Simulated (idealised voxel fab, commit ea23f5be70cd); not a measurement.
process module | voxel wiring stack
In the cross-section labelled cut, the width is 175 nm and each square cell is 5 nm.
We lay out every cross-section as a grid of square cells and spell it out in bands from the top down, where one band means one or more rows of cells. Band: top and bottom heights (nm) first, top before bottom; then materials from left to right, widths in nm. "edge to edge" marks a sole material filling the band edge to edge. "empty" denotes empty space. For the purposes of this specification, 0 denotes the height below which the wafer in its as-received condition is composed wholly of one material, and the lowermost band, lacking a lower limit, extends downward without end, as expressed in "0 nm and below". A two-number width, for instance "30->40", indicates that the width is equal to the first number in the top row of the band and to the second number in the bottom row, and that it changes by a constant amount per row of cells. You'll sometimes find "remained unchanged" written for a step, and that's the way of saying that nowhere in the cross-section did a cell change during that step. "Enclosed void inventory" lists enclosed empty spaces (at least 8 cells, no open path upward to the top), each as width x height at distance from the left edge, in nm. Step line, after settings: the simulator's comment on this step. overlay nm: mask offset rightward from planned place, masked step; negative means leftward offset.

Below is the list of planned process steps:
- 1: RECEIVE: material Si
- 2: CONFORMAL_DEP: material SiO2, thk nm 15
- 3: DIRECTIONAL_DEP: material TiN, thk nm 5
- 4: DIRECTIONAL_DEP: material Ru, thk nm 25
- 5: DIRECTIONAL_DEP: material aC, thk nm 15
- 6: PATTERN: tone cover, mask id METAL_1, material resist, width nm 30, pitch nm 50, thk nm 30, overlay nm 0
- 7: DIRECTIONAL_ETCH: etch materials aC, depth nm 15
- 8: STRIP: etch materials resist
- 9: DIRECTIONAL_ETCH: etch materials Ru, depth nm 25
- 10: DIRECTIONAL_ETCH: etch materials TiN, depth nm 5
- 11: STRIP: etch materials aC
- 12: FILL_DEP: material lowk, thk nm 10
- 13: CMP: height nm 45
- 14: CONFORMAL_DEP: material SiCN, thk nm 5
- 15: DIRECTIONAL_DEP: material SiO2, thk nm 30
- 16: MASKED_ETCH: tone open, mask id METAL_2, width nm 30, pitch nm 50, etch materials SiO2, depth nm 15, overlay nm 0
- 17: PATTERN: tone open, mask id METAL_2_HOLES, material resist, width nm 15, pitch nm 50, thk nm 20, overlay nm 0
- 18: DIRECTIONAL_ETCH: etch materials SiO2, depth nm 15
- 19: DIRECTIONAL_ETCH: etch materials SiCN, depth nm 5
- 20: STRIP: etch materials resist
- 21: CONFORMAL_DEP: material TiN, thk nm 5
- 22: FILL_DEP: material Ru, thk nm 10
- 23: CMP: height nm 80
- 24: CONFORMAL_DEP: material SiCN, thk nm 5
- 25: DIRECTIONAL_DEP: material lowk, thk nm 10
- 26: PATTERN: tone open, mask id PLUG_2, material resist, width nm 15, thk nm 20, overlay nm 0
- 27: DIRECTIONAL_ETCH: etch materials lowk, depth nm 10
- 28: DIRECTIONAL_ETCH: etch materials SiCN, depth nm 5
- 29: STRIP: etch materials resist
- 30: EPI: material Ru, thk nm 10
- 31: EPI: material Ru, thk nm 5
- 32: DIRECTIONAL_DEP: material TiN, thk nm 5
- 33: DIRECTIONAL_DEP: material Ru, thk nm 20
- 34: DIRECTIONAL_DEP: material aC, thk nm 10
- 35: PATTERN: tone cover, mask id METAL_3, material resist, width nm 30, pitch nm 50, thk nm 30, overlay nm 0
- 36: DIRECTIONAL_ETCH: etch materials aC, depth nm 10
- 37: STRIP: etch materials resist
- 38: DIRECTIONAL_ETCH: etch materials Ru, depth nm 20
- 39: DIRECTIONAL_ETCH: etch materials TiN, depth nm 5
- 40: STRIP: etch materials aC
- 41: FILL_DEP: material lowk, thk nm 5
- 42: CMP: height nm 120
- 43: CONFORMAL_DEP: material SiCN, thk nm 5

This is the cross-section of the wafer as we received it, i.e. after step 1:
    0 nm and below = Si edge to edge
    Enclosed void inventory: none

First of two wafers at the end of the module, shown in cross-section; run carried out as planned:
    125 nm to 120 nm = SiCN edge to edge
    120 nm to 100 nm = 45 of lowk / 30 of Ru / 20 of lowk / 30 of Ru / 50 of lowk
    100 nm to 95 nm = 45 of lowk / 30 of TiN / 20 of lowk / 30 of TiN / 50 of lowk
    95 nm to 85 nm = 45 of lowk / 15 of Ru / 115 of lowk
    85 nm to 80 nm = 45 of SiCN / 15 of Ru / 115 of SiCN
    80 nm to 70 nm = 45 of SiO2 / 5 of TiN / 20 of Ru / 5 of TiN / 20 of SiO2 / 5 of TiN / 20 of Ru / 5 of TiN / 50 of SiO2
    70 nm to 65 nm = 45 of SiO2 / 5 of TiN / 5 of Ru / 20 of TiN / 20 of SiO2 / 5 of TiN / 5 of Ru / 20 of TiN / 50 of SiO2
    65 nm to 50 nm = 45 of SiO2 / 5 of TiN / 5 of Ru / 5 of TiN / 35 of SiO2 / 5 of TiN / 5 of Ru / 5 of TiN / 65 of SiO2
    50 nm to 45 nm = 45 of SiCN / 15 of TiN / 35 of SiCN / 15 of TiN / 65 of SiCN
    45 nm to 20 nm = 45 of lowk / 30 of Ru / 20 of lowk / 30 of Ru / 50 of lowk
    20 nm to 15 nm = 45 of lowk / 30 of TiN / 20 of lowk / 30 of TiN / 50 of lowk
    15 nm to 0 nm = SiO2 edge to edge
    0 nm and below = Si edge to edge
    Enclosed void inventory: none

This cross-section belongs to the second wafer of two at the end of the module; the start and the plan were shared with the first, and the run included one mistake:
    125 nm to 120 nm = SiCN edge to edge
    120 nm to 100 nm = 45 of lowk / 30 of Ru / 20 of lowk / 30 of Ru / 50 of lowk
    100 nm to 95 nm = 45 of lowk / 30 of TiN / 20 of lowk / 30 of TiN / 50 of lowk
    95 nm to 85 nm = 45 of lowk / 15 of Ru / 115 of lowk
    85 nm to 80 nm = 45 of SiCN / 15 of Ru / 115 of SiCN
    80 nm to 70 nm = 45 of SiO2 / 5 of TiN / 20 of Ru / 5 of TiN / 20 of SiO2 / 5 of TiN / 20 of Ru / 5 of TiN / 50 of SiO2
    70 nm to 65 nm = 45 of SiO2 / 5 of TiN / 5 of Ru / 20 of TiN / 20 of SiO2 / 5 of TiN / 5 of Ru / 20 of TiN / 50 of SiO2
    65 nm to 50 nm = 45 of SiO2 / 5 of TiN / 5 of Ru / 5 of TiN / 35 of SiO2 / 5 of TiN / 5 of Ru / 5 of TiN / 65 of SiO2
    50 nm to 45 nm = 45 of SiCN / 15 of TiN / 35 of SiCN / 15 of TiN / 65 of SiCN
    45 nm to 40 nm = lowk edge to edge
    40 nm to 15 nm = 45 of lowk / 30 of Ru / 20 of lowk / 30 of Ru / 50 of lowk
    15 nm to 0 nm = SiO2 edge to edge
    0 nm and below = Si edge to edge
    Enclosed void inventory: none
Against the plan, the run slipped here: step 3 of the plan: omitted, not performed
The final cell counts differ between the wafers, with the second having more or fewer of some materials than the first: TiN: 12 fewer; lowk: 12 more
